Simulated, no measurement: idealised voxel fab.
Presented below is a process module, voxel fin reveal.
185 nm wide, 5 nm square cells: that's cross-section cut.
The cross-sections in this document take the form of a grid made of square cells. They are written out as bands, in order from top to bottom. Each band consists of one or more rows of cells.
The band entry comprises the height of the band's top followed by the height of its bottom, expressed in nm, and subsequently the band's materials from left to right, each stated together with its width in nm. Where a single material is marked with the word "all across", that material fills the band from edge to edge. The word "empty" represents empty space.
Ref level 0: as-received wafer is one material below here. Bottom band extends down with no lower bound ("0 and below").
Note: "30->40" means the width goes from the first number (top row of the band) to the second number (bottom row) in equal steps per row of cells.
Any step labelled "nothing got changed" changed none of the cells in the cross-section.
Each empty space that has no open way to the top and spans at least 8 cells appears under "Enclosed cavity list" as width x height at distance, the distance counted from the left edge, all in nm.
after a step's settings: what the simulator itself notes on the step
"overlay nm" on a masked step: distance the mask lay right of its planned place, negative for left.
-- plan
1. RECEIVE,material Si
2. CONFORMAL_DEP,material SiN,thk nm 5
3. PATTERN,tone cover,mask id FINS,material resist,width nm 15,pitch nm 40,thk nm 15,overlay nm -15
4. DIRECTIONAL_ETCH,etch materials SiN,depth nm 5
5. DIRECTIONAL_ETCH,etch materials Si,depth nm 40
6. STRIP,etch materials resist
7. OXIDIZE,depth nm 5
8. FILL_DEP,material SiO2,thk nm 5
9. CMP,height nm 5
10. SELECTIVE_ETCH,etch materials SiO2,depth nm 35
11. STRIP,etch materials SiN
Among the wafers covered here, the point of difference is the overlay nm at step 3; their starting state is shared, and the plan presents the value of the first wafer.
-- The first of several wafers in cross-section, exactly as it reached us after step 1
* 0 and below: Si all across
* Enclosed cavity list: none
-- Per-wafer rows below. For each material: cells gained (+) or lost (-) since the wafer was received, as of end of module. Then: closed voids
overlay nm -15; -306 Si; +102 SiO2; Enclosed cavity list: none
overlay nm -10; -306 Si; +102 SiO2; Enclosed cavity list: none
overlay nm -5; -306 Si; +102 SiO2; Enclosed cavity list: none
overlay nm 0; -306 Si; +102 SiO2; Enclosed cavity list: none
overlay nm 5; -306 Si; +102 SiO2; Enclosed cavity list: none
overlay nm 10; -306 Si; +102 SiO2; Enclosed cavity list: none
overlay nm 15; -306 Si; +102 SiO2; Enclosed cavity list: none
